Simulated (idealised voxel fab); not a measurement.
The following process module bears the name voxel self aligned vias.
It is cross-section cut that appears here, measuring 140 nm in width, its square cells being 5 nm in size.
Notation: cross-section as square-cell grid; stated in bands, top first, going down; one or more cell rows per band. Band entry format. Leading values: height of top, height of bottom, nm. Remainder: materials in left-to-right order, each with its width in nm. Special words: "throughout" on a single material, which then fills the band edge to edge; "blank", empty space. The reference from which all heights are counted is 0, the level beneath which the as-received wafer is entirely one material; the lowest band, having no lower bound, proceeds downward and is written after the example "0..down". Read "30->40" as a graded width: first number on top, second number at the bottom, same change between each pair of neighbouring rows. Step marked "nothing altered"? Then no cell in the cross-section changed in it. "Closed void list" means: voids of 8 cells or more that are shut off from the top with no open way through. Written width x height at distance, distance from the left edge, in nm. Where a step's line continues beyond its settings, the continuation is a remark by the simulator itself on that step. If you see "overlay nm" on a step's line and that step has a mask, it's telling you how far right of where it was planned the mask ended up; a negative number means it went left instead.
List of planned process steps
step 1: RECEIVE, material Si
step 2: CONFORMAL_DEP, material SiO2, thk nm 10
step 3: CONFORMAL_DEP, material SiCN, thk nm 5
step 4: DIRECTIONAL_DEP, material lowk, thk nm 20
step 5: MASKED_ETCH, tone open, mask id LINES, width nm 30, pitch nm 70, etch materials lowk, depth nm 20, overlay nm 0
step 6: CONFORMAL_DEP, material TiN, thk nm 5
step 7: FILL_DEP, material Ru, thk nm 5
step 8: CMP, height nm 35
step 9: SELECTIVE_ETCH, etch materials W Ru TiN, depth nm 5
step 10: FILL_DEP, material SiN, thk nm 10
step 11: CMP, height nm 35
step 12: DIRECTIONAL_DEP, material lowk, thk nm 20
step 13: PATTERN, tone open, mask id VIAS, material resist, width nm 40, thk nm 20, overlay nm 0
step 14: DIRECTIONAL_ETCH, etch materials lowk, depth nm 20
step 15: DIRECTIONAL_ETCH, etch materials SiN, depth nm 5
step 16: STRIP, etch materials resist
step 17: CONFORMAL_DEP, material TiN, thk nm 5
step 18: FILL_DEP, material Cu, thk nm 10
step 19: CMP, height nm 55
step 20: CONFORMAL_DEP, material SiCN, thk nm 5
First wafer of two (run as planned)
Cross-sectional view of the wafer in its as-received condition, corresponding to the state after step 1
    0..down: Si throughout
    Closed void list: none
Step 2 done - wafer cross-section
    10..0: SiO2 throughout
    For the remainder of the cross-section, below 0, there is no change.
Step 3 done - wafer cross-section
    15..10: SiCN throughout
    For the remainder of the cross-section, below 10, there is no change.
Step 4 done - wafer cross-section
    35..15: lowk throughout
    For the remainder of the cross-section, below 15, there is no change.
Step 5 done - wafer cross-section
    35..15: lowk 20 nm  blank 30 nm  lowk 40 nm  blank 30 nm  lowk 20 nm
    For the remainder of the cross-section, below 15, there is no change.
Step 6 done - wafer cross-section
    40..35: TiN 25 nm  blank 20 nm  TiN 50 nm  blank 20 nm  TiN 25 nm
    35..20: lowk 20 nm  TiN 5 nm  blank 20 nm  TiN 5 nm  lowk 40 nm  TiN 5 nm  blank 20 nm  TiN 5 nm  lowk 20 nm
    20..15: lowk 20 nm  TiN 30 nm  lowk 40 nm  TiN 30 nm  lowk 20 nm
    For the remainder of the cross-section, below 15, there is no change.
Step 7 done - wafer cross-section
    45..40: Ru throughout
    40..35: TiN 25 nm  Ru 20 nm  TiN 50 nm  Ru 20 nm  TiN 25 nm
    35..20: lowk 20 nm  TiN 5 nm  Ru 20 nm  TiN 5 nm  lowk 40 nm  TiN 5 nm  Ru 20 nm  TiN 5 nm  lowk 20 nm
    For the remainder of the cross-section, below 20, there is no change.
Step 8 done - wafer cross-section
    35..20: lowk 20 nm  TiN 5 nm  Ru 20 nm  TiN 5 nm  lowk 40 nm  TiN 5 nm  Ru 20 nm  TiN 5 nm  lowk 20 nm
    For the remainder of the cross-section, below 20, there is no change.
Step 9 done - wafer cross-section
    35..30: lowk 20 nm  blank 30 nm  lowk 40 nm  blank 30 nm  lowk 20 nm
    For the remainder of the cross-section, below 30, there is no change.
Step 10 done - wafer cross-section
    45..35: SiN throughout
    35..30: lowk 20 nm  SiN 30 nm  lowk 40 nm  SiN 30 nm  lowk 20 nm
    For the remainder of the cross-section, below 30, there is no change.
Step 11 done - wafer cross-section
    35..30: lowk 20 nm  SiN 30 nm  lowk 40 nm  SiN 30 nm  lowk 20 nm
    For the remainder of the cross-section, below 30, there is no change.
Step 12 done - wafer cross-section
    55..35: lowk throughout
    For the remainder of the cross-section, below 35, there is no change.
Step 13 done - wafer cross-section
    75..55: resist 15 nm  blank 40 nm  resist 85 nm
    For the remainder of the cross-section, below 55, there is no change.
Step 14 done - wafer cross-section
    75..55: resist 15 nm  blank 40 nm  resist 85 nm
    55..35: lowk 15 nm  blank 40 nm  lowk 85 nm
    For the remainder of the cross-section, below 35, there is no change.
Step 15 done - wafer cross-section
    75..55: resist 15 nm  blank 40 nm  resist 85 nm
    55..35: lowk 15 nm  blank 40 nm  lowk 85 nm
    35..30: lowk 20 nm  blank 30 nm  lowk 40 nm  SiN 30 nm  lowk 20 nm
    For the remainder of the cross-section, below 30, there is no change.
Step 16 done - wafer cross-section
    55..35: lowk 15 nm  blank 40 nm  lowk 85 nm
    For the remainder of the cross-section, below 35, there is no change.
Step 17 done - wafer cross-section
    60..55: TiN 20 nm  blank 30 nm  TiN 90 nm
    55..40: lowk 15 nm  TiN 5 nm  blank 30 nm  TiN 5 nm  lowk 85 nm
    40..35: lowk 15 nm  TiN 10 nm  blank 20 nm  TiN 10 nm  lowk 85 nm
    35..30: lowk 20 nm  TiN 30 nm  lowk 40 nm  SiN 30 nm  lowk 20 nm
    For the remainder of the cross-section, below 30, there is no change.
Step 18 done - wafer cross-section
    70..60: Cu throughout
    60..55: TiN 20 nm  Cu 30 nm  TiN 90 nm
    55..40: lowk 15 nm  TiN 5 nm  Cu 30 nm  TiN 5 nm  lowk 85 nm
    40..35: lowk 15 nm  TiN 10 nm  Cu 20 nm  TiN 10 nm  lowk 85 nm
    For the remainder of the cross-section, below 35, there is no change.
Step 19 done - wafer cross-section
    55..40: lowk 15 nm  TiN 5 nm  Cu 30 nm  TiN 5 nm  lowk 85 nm
    For the remainder of the cross-section, below 40, there is no change.
Step 20 done - wafer cross-section
    60..55: SiCN throughout
    For the remainder of the cross-section, below 55, there is no change.
The second wafer: identical to the first at the outset and in its planned sequence, differing only in that one mistake was made during processing; up to and including step 1, its path is the first wafer's path
Here is the second wafer in cross-section at the point where step 2 of the plan should have been done: nothing altered
Here is the second wafer in cross-section at the point where step 3 of the plan should have been done
    5..0: SiCN throughout
    For the remainder of the cross-section, below 0, there is no change.
Here is the second wafer in cross-section at the point where step 4 of the plan should have been done
    25..5: lowk throughout
    For the remainder of the cross-section, below 5, there is no change.
Here is the second wafer in cross-section at the point where step 5 of the plan should have been done
    25..5: lowk 20 nm  blank 30 nm  lowk 40 nm  blank 30 nm  lowk 20 nm
    For the remainder of the cross-section, below 5, there is no change.
Here is the second wafer in cross-section at the point where step 6 of the plan should have been done
    30..25: TiN 25 nm  blank 20 nm  TiN 50 nm  blank 20 nm  TiN 25 nm
    25..10: lowk 20 nm  TiN 5 nm  blank 20 nm  TiN 5 nm  lowk 40 nm  TiN 5 nm  blank 20 nm  TiN 5 nm  lowk 20 nm
    10..5: lowk 20 nm  TiN 30 nm  lowk 40 nm  TiN 30 nm  lowk 20 nm
    For the remainder of the cross-section, below 5, there is no change.
Here is the second wafer in cross-section at the point where step 7 of the plan should have been done
    35..30: Ru throughout
    30..25: TiN 25 nm  Ru 20 nm  TiN 50 nm  Ru 20 nm  TiN 25 nm
    25..10: lowk 20 nm  TiN 5 nm  Ru 20 nm  TiN 5 nm  lowk 40 nm  TiN 5 nm  Ru 20 nm  TiN 5 nm  lowk 20 nm
    For the remainder of the cross-section, below 10, there is no change.
Here is the second wafer in cross-section at the point where step 8 of the plan should have been done: nothing altered
Here is the second wafer in cross-section at the point where step 9 of the plan should have been done
    30..25: TiN 25 nm  Ru 20 nm  TiN 50 nm  Ru 20 nm  TiN 25 nm
    For the remainder of the cross-section, below 25, there is no change.
Here is the second wafer in cross-section at the point where step 10 of the plan should have been done
    40..30: SiN throughout
    For the remainder of the cross-section, below 30, there is no change.
Here is the second wafer in cross-section at the point where step 11 of the plan should have been done
    35..30: SiN throughout
    For the remainder of the cross-section, below 30, there is no change.
Here is the second wafer in cross-section at the point where step 12 of the plan should have been done
    55..35: lowk throughout
    For the remainder of the cross-section, below 35, there is no change.
Here is the second wafer in cross-section at the point where step 13 of the plan should have been done
    75..55: resist 15 nm  blank 40 nm  resist 85 nm
    For the remainder of the cross-section, below 55, there is no change.
Here is the second wafer in cross-section at the point where step 14 of the plan should have been done
    75..55: resist 15 nm  blank 40 nm  resist 85 nm
    55..35: lowk 15 nm  blank 40 nm  lowk 85 nm
    For the remainder of the cross-section, below 35, there is no change.
Here is the second wafer in cross-section at the point where step 15 of the plan should have been done
    75..55: resist 15 nm  blank 40 nm  resist 85 nm
    55..35: lowk 15 nm  blank 40 nm  lowk 85 nm
    35..30: SiN 15 nm  blank 40 nm  SiN 85 nm
    For the remainder of the cross-section, below 30, there is no change.
Here is the second wafer in cross-section at the point where step 16 of the plan should have been done
    55..35: lowk 15 nm  blank 40 nm  lowk 85 nm
    For the remainder of the cross-section, below 35, there is no change.
Here is the second wafer in cross-section at the point where step 17 of the plan should have been done
    60..55: TiN 20 nm  blank 30 nm  TiN 90 nm
    55..35: lowk 15 nm  TiN 5 nm  blank 30 nm  TiN 5 nm  lowk 85 nm
    35..30: SiN 15 nm  TiN 40 nm  SiN 85 nm
    For the remainder of the cross-section, below 30, there is no change.
Here is the second wafer in cross-section at the point where step 18 of the plan should have been done
    70..60: Cu throughout
    60..55: TiN 20 nm  Cu 30 nm  TiN 90 nm
    55..35: lowk 15 nm  TiN 5 nm  Cu 30 nm  TiN 5 nm  lowk 85 nm
    For the remainder of the cross-section, below 35, there is no change.
Here is the second wafer in cross-section at the point where step 19 of the plan should have been done
    55..35: lowk 15 nm  TiN 5 nm  Cu 30 nm  TiN 5 nm  lowk 85 nm
    For the remainder of the cross-section, below 35, there is no change.
Here is the second wafer in cross-section at the point where step 20 of the plan should have been done
    60..55: SiCN throughout
    For the remainder of the cross-section, below 55, there is no change.
Misprocessing identified: plan step 2 never ran because it was skipped
FYI, end of process, the second wafer has more or fewer cells of some materials than the first: 2 more of Cu, 16 more of Ru, 14 more of SiN, 56 fewer of SiO2, 24 more of TiN
